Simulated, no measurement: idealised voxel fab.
voxel capacitor over wiring: a process module
Shown is cross-section cut, with a width of 215 nm and square cells of size 5 nm.
Just so we're on the same page, the cross-sections are grids of square cells, and they're listed out in bands top to bottom, each band one or more rows deep.
Heads up on the band format: heights come first, top then bottom, in nm. After that it's the materials left to right, each with its width in nm. A single material flagged "all across" fills the whole band edge to edge, and "empty" means there's empty space there.
Where do heights start? At 0: under that level the wafer as delivered is made of one material only. And the lowest band has no floor; it just carries on downward, as in "0 and below".
The width entry "30->40" should be interpreted row by row: the top row of cells in the band takes the first number, the bottom row takes the second number, and the change between adjacent rows is uniform throughout.
Take "identical to before" at face value: in the step it is given for, the cross-section changed in none of its cells.
Any empty space of 8 cells or more lacking an open way to the top shows up in "Entrapped voids" as width x height at distance, distance from the left edge, in nm.
On a step's line, text after the settings is the simulator commenting on that step.
"overlay nm", when on a step's line for a step with a mask, measures how far to the right of its planned place the mask lay; a negative measure means to the left.

Set out below are the planned steps of the process:
1: RECEIVE [material Si]
2: CONFORMAL_DEP [material SiO2] [thk nm 15]
3: DIRECTIONAL_DEP [material TiN] [thk nm 5]
4: DIRECTIONAL_DEP [material Ru] [thk nm 25]
5: PATTERN [tone cover] [mask id METAL_1] [material resist] [width nm 20] [pitch nm 80] [thk nm 15] [overlay nm 0]
6: DIRECTIONAL_ETCH [etch materials Ru] [depth nm 25]
7: DIRECTIONAL_ETCH [etch materials TiN] [depth nm 5]
8: STRIP [etch materials resist]
9: FILL_DEP [material SiO2] [thk nm 5]
10: CMP [height nm 45]
11: CONFORMAL_DEP [material SiCN] [thk nm 5]
12: DIRECTIONAL_DEP [material SiO2] [thk nm 10]
13: PATTERN [tone open] [mask id PLUG_1] [material resist] [width nm 15] [thk nm 15] [overlay nm 0]
14: DIRECTIONAL_ETCH [etch materials SiO2] [depth nm 10]
15: DIRECTIONAL_ETCH [etch materials SiCN] [depth nm 5]
16: STRIP [etch materials resist]
17: EPI [material Ru] [thk nm 10]
18: EPI [material Ru] [thk nm 5]
19: DIRECTIONAL_DEP [material TiN] [thk nm 10]
20: DIRECTIONAL_DEP [material Al2O3] [thk nm 5]
21: DIRECTIONAL_DEP [material TiN] [thk nm 5]
22: DIRECTIONAL_DEP [material aC] [thk nm 15]
23: PATTERN [tone cover] [mask id UPPER_PLATE] [material resist] [width nm 65] [thk nm 30] [overlay nm 0]
24: DIRECTIONAL_ETCH [etch materials aC] [depth nm 15]
25: STRIP [etch materials resist]
26: DIRECTIONAL_ETCH [etch materials TiN] [depth nm 5]
27: DIRECTIONAL_ETCH [etch materials Al2O3] [depth nm 5]
28: STRIP [etch materials aC]
29: PATTERN [tone cover] [mask id LOWER_PLATE] [material resist] [width nm 75] [thk nm 20] [overlay nm 0]
30: DIRECTIONAL_ETCH [etch materials TiN] [depth nm 10]
31: STRIP [etch materials resist]
32: FILL_DEP [material SiO2] [thk nm 15]
33: CMP [height nm 90]
34: PATTERN [tone open] [mask id PLUG_2] [material resist] [width nm 15] [thk nm 15] [overlay nm 0]
35: DIRECTIONAL_ETCH [etch materials SiO2] [depth nm 10]
36: STRIP [etch materials resist]
37: CONFORMAL_DEP [material TiN] [thk nm 5]
38: FILL_DEP [material W] [thk nm 10]
39: CMP [height nm 90]
40: CONFORMAL_DEP [material SiCN] [thk nm 5]

The following pertains to the first of two wafers, which was processed as planned:

Wafer as received: cross-section following step 1:
* 0 and below = Si all across
* Entrapped voids: none

After step 2, in cross-section:
* 15 down to 0 = SiO2 all across
* Rest of section, below 0: as before.

After step 3, in cross-section:
* 20 down to 15 = TiN all across
* Rest of section, below 15: as before.

After step 4, in cross-section:
* 45 down to 20 = Ru all across
* Rest of section, below 20: as before.

After step 5, in cross-section:
* 60 down to 45 = empty (55)  resist (20)  empty (60)  resist (20)  empty (60)
* Rest of section, below 45: as before.

After step 6, in cross-section:
* 60 down to 45 = empty (55)  resist (20)  empty (60)  resist (20)  empty (60)
* 45 down to 20 = empty (55)  Ru (20)  empty (60)  Ru (20)  empty (60)
* Rest of section, below 20: as before.

After step 7, in cross-section:
* 60 down to 45 = empty (55)  resist (20)  empty (60)  resist (20)  empty (60)
* 45 down to 20 = empty (55)  Ru (20)  empty (60)  Ru (20)  empty (60)
* 20 down to 15 = empty (55)  TiN (20)  empty (60)  TiN (20)  empty (60)
* Rest of section, below 15: as before.

After step 8, in cross-section:
* 45 down to 20 = empty (55)  Ru (20)  empty (60)  Ru (20)  empty (60)
* Rest of section, below 20: as before.

After step 9, in cross-section:
* 50 down to 45 = SiO2 all across
* 45 down to 20 = SiO2 (55)  Ru (20)  SiO2 (60)  Ru (20)  SiO2 (60)
* 20 down to 15 = SiO2 (55)  TiN (20)  SiO2 (60)  TiN (20)  SiO2 (60)
* Rest of section, below 15: as before.

After step 10, in cross-section:
* 45 down to 20 = SiO2 (55)  Ru (20)  SiO2 (60)  Ru (20)  SiO2 (60)
* Rest of section, below 20: as before.

After step 11, in cross-section:
* 50 down to 45 = SiCN all across
* Rest of section, below 45: as before.

After step 12, in cross-section:
* 60 down to 50 = SiO2 all across
* Rest of section, below 50: as before.

After step 13, in cross-section:
* 75 down to 60 = resist (60)  empty (15)  resist (140)
* Rest of section, below 60: as before.

After step 14, in cross-section:
* 75 down to 60 = resist (60)  empty (15)  resist (140)
* 60 down to 50 = SiO2 (60)  empty (15)  SiO2 (140)
* Rest of section, below 50: as before.

After step 15, in cross-section:
* 75 down to 60 = resist (60)  empty (15)  resist (140)
* 60 down to 50 = SiO2 (60)  empty (15)  SiO2 (140)
* 50 down to 45 = SiCN (60)  empty (15)  SiCN (140)
* Rest of section, below 45: as before.

After step 16, in cross-section:
* 60 down to 50 = SiO2 (60)  empty (15)  SiO2 (140)
* Rest of section, below 50: as before.

After step 17, in cross-section:
* 60 down to 55 = SiO2 (60)  empty (15)  SiO2 (140)
* 55 down to 50 = SiO2 (60)  Ru (15)  SiO2 (140)
* 50 down to 45 = SiCN (60)  Ru (15)  SiCN (140)
* Rest of section, below 45: as before.

After step 18, in cross-section:
* 60 down to 50 = SiO2 (60)  Ru (15)  SiO2 (140)
* Rest of section, below 50: as before.

After step 19, in cross-section:
* 70 down to 60 = TiN all across
* Rest of section, below 60: as before.

After step 20, in cross-section:
* 75 down to 70 = Al2O3 all across
* Rest of section, below 70: as before.

After step 21, in cross-section:
* 80 down to 75 = TiN all across
* Rest of section, below 75: as before.

After step 22, in cross-section:
* 95 down to 80 = aC all across
* Rest of section, below 80: as before.

After step 23, in cross-section:
* 125 down to 95 = empty (60)  resist (65)  empty (90)
* Rest of section, below 95: as before.

After step 24, in cross-section:
* 110 down to 95 = empty (60)  resist (65)  empty (90)
* 95 down to 80 = empty (60)  aC (65)  empty (90)
* Rest of section, below 80: as before.

After step 25, in cross-section:
* 95 down to 80 = empty (60)  aC (65)  empty (90)
* Rest of section, below 80: as before.

After step 26, in cross-section:
* 95 down to 80 = empty (60)  aC (65)  empty (90)
* 80 down to 75 = empty (60)  TiN (65)  empty (90)
* Rest of section, below 75: as before.

After step 27, in cross-section:
* 95 down to 80 = empty (60)  aC (65)  empty (90)
* 80 down to 75 = empty (60)  TiN (65)  empty (90)
* 75 down to 70 = empty (60)  Al2O3 (65)  empty (90)
* Rest of section, below 70: as before.

After step 28, in cross-section:
* 80 down to 75 = empty (60)  TiN (65)  empty (90)
* Rest of section, below 75: as before.

After step 29, in cross-section:
* 100 down to 80 = empty (55)  resist (75)  empty (85)
* 80 down to 75 = empty (55)  resist (5)  TiN (65)  resist (5)  empty (85)
* 75 down to 70 = empty (55)  resist (5)  Al2O3 (65)  resist (5)  empty (85)
* Rest of section, below 70: as before.

After step 30, in cross-section:
* 100 down to 80 = empty (55)  resist (75)  empty (85)
* 80 down to 75 = empty (55)  resist (5)  TiN (65)  resist (5)  empty (85)
* 75 down to 70 = empty (55)  resist (5)  Al2O3 (65)  resist (5)  empty (85)
* 70 down to 60 = empty (55)  TiN (75)  empty (85)
* Rest of section, below 60: as before.

After step 31, in cross-section:
* 80 down to 75 = empty (60)  TiN (65)  empty (90)
* 75 down to 70 = empty (60)  Al2O3 (65)  empty (90)
* Rest of section, below 70: as before.

After step 32, in cross-section:
* 95 down to 80 = SiO2 all across
* 80 down to 75 = SiO2 (60)  TiN (65)  SiO2 (90)
* 75 down to 70 = SiO2 (60)  Al2O3 (65)  SiO2 (90)
* 70 down to 60 = SiO2 (55)  TiN (75)  SiO2 (85)
* Rest of section, below 60: as before.

After step 33, in cross-section:
* 90 down to 80 = SiO2 all across
* Rest of section, below 80: as before.

After step 34, in cross-section:
* 105 down to 90 = resist (70)  empty (15)  resist (130)
* Rest of section, below 90: as before.

After step 35, in cross-section:
* 105 down to 90 = resist (70)  empty (15)  resist (130)
* 90 down to 80 = SiO2 (70)  empty (15)  SiO2 (130)
* Rest of section, below 80: as before.

After step 36, in cross-section:
* 90 down to 80 = SiO2 (70)  empty (15)  SiO2 (130)
* Rest of section, below 80: as before.

After step 37, in cross-section:
* 95 down to 90 = TiN (75)  empty (5)  TiN (135)
* 90 down to 85 = SiO2 (70)  TiN (5)  empty (5)  TiN (5)  SiO2 (130)
* 85 down to 75 = SiO2 (70->60)  TiN (15->65)  SiO2 (130->90)
* Rest of section, below 75: as before.

After step 38, in cross-section:
* 105 down to 95 = W all across
* 95 down to 90 = TiN (75)  W (5)  TiN (135)
* 90 down to 85 = SiO2 (70)  TiN (5)  W (5)  TiN (5)  SiO2 (130)
* Rest of section, below 85: as before.

After step 39, in cross-section:
* 90 down to 85 = SiO2 (70)  TiN (5)  W (5)  TiN (5)  SiO2 (130)
* Rest of section, below 85: as before.

After step 40, in cross-section:
* 95 down to 90 = SiCN all across
* Rest of section, below 90: as before.

Second Wafer (Identical Start and Plan, One Processing Error; Matches First Wafer Through Step 4):

Second wafer profile in section, at the moment step 5 of the plan was meant to be complete:
* 60 down to 45 = resist (55)  empty (20)  resist (60)  empty (20)  resist (60)
* Rest of section, below 45: as before.

Second wafer profile in section, at the moment step 6 of the plan was meant to be complete:
* 60 down to 45 = resist (55)  empty (20)  resist (60)  empty (20)  resist (60)
* 45 down to 20 = Ru (55)  empty (20)  Ru (60)  empty (20)  Ru (60)
* Rest of section, below 20: as before.

Second wafer profile in section, at the moment step 7 of the plan was meant to be complete:
* 60 down to 45 = resist (55)  empty (20)  resist (60)  empty (20)  resist (60)
* 45 down to 20 = Ru (55)  empty (20)  Ru (60)  empty (20)  Ru (60)
* 20 down to 15 = TiN (55)  empty (20)  TiN (60)  empty (20)  TiN (60)
* Rest of section, below 15: as before.

Second wafer profile in section, at the moment step 8 of the plan was meant to be complete:
* 45 down to 20 = Ru (55)  empty (20)  Ru (60)  empty (20)  Ru (60)
* Rest of section, below 20: as before.

Second wafer profile in section, at the moment step 9 of the plan was meant to be complete:
* 50 down to 45 = SiO2 all across
* 45 down to 20 = Ru (55)  SiO2 (20)  Ru (60)  SiO2 (20)  Ru (60)
* 20 down to 15 = TiN (55)  SiO2 (20)  TiN (60)  SiO2 (20)  TiN (60)
* Rest of section, below 15: as before.

Second wafer profile in section, at the moment step 10 of the plan was meant to be complete:
* 45 down to 20 = Ru (55)  SiO2 (20)  Ru (60)  SiO2 (20)  Ru (60)
* Rest of section, below 20: as before.

Second wafer profile in section, at the moment step 11 of the plan was meant to be complete:
* 50 down to 45 = SiCN all across
* Rest of section, below 45: as before.

Second wafer profile in section, at the moment step 12 of the plan was meant to be complete:
* 60 down to 50 = SiO2 all across
* Rest of section, below 50: as before.

Second wafer profile in section, at the moment step 13 of the plan was meant to be complete:
* 75 down to 60 = resist (60)  empty (15)  resist (140)
* Rest of section, below 60: as before.

Second wafer profile in section, at the moment step 14 of the plan was meant to be complete:
* 75 down to 60 = resist (60)  empty (15)  resist (140)
* 60 down to 50 = SiO2 (60)  empty (15)  SiO2 (140)
* Rest of section, below 50: as before.

Second wafer profile in section, at the moment step 15 of the plan was meant to be complete:
* 75 down to 60 = resist (60)  empty (15)  resist (140)
* 60 down to 50 = SiO2 (60)  empty (15)  SiO2 (140)
* 50 down to 45 = SiCN (60)  empty (15)  SiCN (140)
* Rest of section, below 45: as before.

Second wafer profile in section, at the moment step 16 of the plan was meant to be complete:
* 60 down to 50 = SiO2 (60)  empty (15)  SiO2 (140)
* Rest of section, below 50: as before.

Second wafer profile in section, at the moment step 17 of the plan was meant to be complete: identical to before

Second wafer profile in section, at the moment step 18 of the plan was meant to be complete: identical to before

Second wafer profile in section, at the moment step 19 of the plan was meant to be complete:
* 70 down to 60 = TiN (60)  empty (15)  TiN (140)
* 60 down to 55 = SiO2 (60)  empty (15)  SiO2 (140)
* 55 down to 50 = SiO2 (60)  TiN (15)  SiO2 (140)
* 50 down to 45 = SiCN (60)  TiN (15)  SiCN (140)
* Rest of section, below 45: as before.

Second wafer profile in section, at the moment step 20 of the plan was meant to be complete:
* 75 down to 70 = Al2O3 (60)  empty (15)  Al2O3 (140)
* 70 down to 60 = TiN (60)  empty (15)  TiN (140)
* 60 down to 55 = SiO2 (60)  Al2O3 (15)  SiO2 (140)
* Rest of section, below 55: as before.

Second wafer profile in section, at the moment step 21 of the plan was meant to be complete:
* 80 down to 75 = TiN (60)  empty (15)  TiN (140)
* 75 down to 70 = Al2O3 (60)  empty (15)  Al2O3 (140)
* 70 down to 65 = TiN (60)  empty (15)  TiN (140)
* 65 down to 60 = TiN all across
* Rest of section, below 60: as before.

Second wafer profile in section, at the moment step 22 of the plan was meant to be complete:
* 95 down to 80 = aC (60)  empty (15)  aC (140)
* 80 down to 75 = TiN (60)  aC (15)  TiN (140)
* 75 down to 70 = Al2O3 (60)  aC (15)  Al2O3 (140)
* 70 down to 65 = TiN (60)  aC (15)  TiN (140)
* Rest of section, below 65: as before.

Second wafer profile in section, at the moment step 23 of the plan was meant to be complete:
* 125 down to 95 = empty (60)  resist (65)  empty (90)
* 95 down to 80 = aC (60)  resist (15)  aC (140)
* Rest of section, below 80: as before.

Second wafer profile in section, at the moment step 24 of the plan was meant to be complete:
* 110 down to 95 = empty (60)  resist (65)  empty (90)
* 95 down to 80 = empty (60)  resist (15)  aC (50)  empty (90)
* Rest of section, below 80: as before.

Second wafer profile in section, at the moment step 25 of the plan was meant to be complete:
* 95 down to 80 = empty (75)  aC (50)  empty (90)
* Rest of section, below 80: as before.

Second wafer profile in section, at the moment step 26 of the plan was meant to be complete:
* 95 down to 80 = empty (75)  aC (50)  empty (90)
* 80 down to 75 = empty (60)  aC (15)  TiN (50)  empty (90)
* Rest of section, below 75: as before.

Second wafer profile in section, at the moment step 27 of the plan was meant to be complete:
* 95 down to 80 = empty (75)  aC (50)  empty (90)
* 80 down to 75 = empty (60)  aC (15)  TiN (50)  empty (90)
* 75 down to 70 = empty (60)  aC (15)  Al2O3 (50)  empty (90)
* Rest of section, below 70: as before.

Second wafer profile in section, at the moment step 28 of the plan was meant to be complete:
* 80 down to 75 = empty (75)  TiN (50)  empty (90)
* 75 down to 70 = empty (75)  Al2O3 (50)  empty (90)
* 70 down to 65 = TiN (60)  empty (15)  TiN (140)
* Rest of section, below 65: as before.

Second wafer profile in section, at the moment step 29 of the plan was meant to be complete:
* 100 down to 80 = empty (55)  resist (75)  empty (85)
* 80 down to 75 = empty (55)  resist (20)  TiN (50)  resist (5)  empty (85)
* 75 down to 70 = empty (55)  resist (20)  Al2O3 (50)  resist (5)  empty (85)
* 70 down to 65 = TiN (60)  resist (15)  TiN (140)
* Rest of section, below 65: as before.

Second wafer profile in section, at the moment step 30 of the plan was meant to be complete:
* 100 down to 80 = empty (55)  resist (75)  empty (85)
* 80 down to 75 = empty (55)  resist (20)  TiN (50)  resist (5)  empty (85)
* 75 down to 70 = empty (55)  resist (20)  Al2O3 (50)  resist (5)  empty (85)
* 70 down to 65 = empty (55)  TiN (5)  resist (15)  TiN (55)  empty (85)
* 65 down to 60 = empty (55)  TiN (75)  empty (85)
* Rest of section, below 60: as before.

Second wafer profile in section, at the moment step 31 of the plan was meant to be complete:
* 80 down to 75 = empty (75)  TiN (50)  empty (90)
* 75 down to 70 = empty (75)  Al2O3 (50)  empty (90)
* 70 down to 65 = empty (55)  TiN (5)  empty (15)  TiN (55)  empty (85)
* Rest of section, below 65: as before.

Second wafer profile in section, at the moment step 32 of the plan was meant to be complete:
* 95 down to 80 = SiO2 all across
* 80 down to 75 = SiO2 (75)  TiN (50)  SiO2 (90)
* 75 down to 70 = SiO2 (75)  Al2O3 (50)  SiO2 (90)
* 70 down to 65 = SiO2 (55)  TiN (5)  SiO2 (15)  TiN (55)  SiO2 (85)
* 65 down to 60 = SiO2 (55)  TiN (75)  SiO2 (85)
* Rest of section, below 60: as before.

Second wafer profile in section, at the moment step 33 of the plan was meant to be complete:
* 90 down to 80 = SiO2 all across
* Rest of section, below 80: as before.

Second wafer profile in section, at the moment step 34 of the plan was meant to be complete:
* 105 down to 90 = resist (70)  empty (15)  resist (130)
* Rest of section, below 90: as before.

Second wafer profile in section, at the moment step 35 of the plan was meant to be complete:
* 105 down to 90 = resist (70)  empty (15)  resist (130)
* 90 down to 80 = SiO2 (70)  empty (15)  SiO2 (130)
* Rest of section, below 80: as before.

Second wafer profile in section, at the moment step 36 of the plan was meant to be complete:
* 90 down to 80 = SiO2 (70)  empty (15)  SiO2 (130)
* Rest of section, below 80: as before.

Second wafer profile in section, at the moment step 37 of the plan was meant to be complete:
* 95 down to 90 = TiN (75)  empty (5)  TiN (135)
* 90 down to 85 = SiO2 (70)  TiN (5)  empty (5)  TiN (5)  SiO2 (130)
* 85 down to 75 = SiO2 (70->75)  TiN (15->50)  SiO2 (130->90)
* Rest of section, below 75: as before.

Second wafer profile in section, at the moment step 38 of the plan was meant to be complete:
* 105 down to 95 = W all across
* 95 down to 90 = TiN (75)  W (5)  TiN (135)
* 90 down to 85 = SiO2 (70)  TiN (5)  W (5)  TiN (5)  SiO2 (130)
* Rest of section, below 85: as before.

Second wafer profile in section, at the moment step 39 of the plan was meant to be complete:
* 90 down to 85 = SiO2 (70)  TiN (5)  W (5)  TiN (5)  SiO2 (130)
* Rest of section, below 85: as before.

Second wafer profile in section, at the moment step 40 of the plan was meant to be complete:
* 95 down to 90 = SiCN all across
* Rest of section, below 90: as before.
Against the plan, the run slipped here: step 5 deviated from plan and actually ran as PATTERN [tone open] [mask id METAL_1] [material resist] [width nm 20] [pitch nm 80] [thk nm 15] [overlay nm 0]
Upon completion, the second wafer contains, in terms of cells, a greater or smaller amount of certain materials than the first wafer: +126 Ru; -153 SiO2; +27 TiN
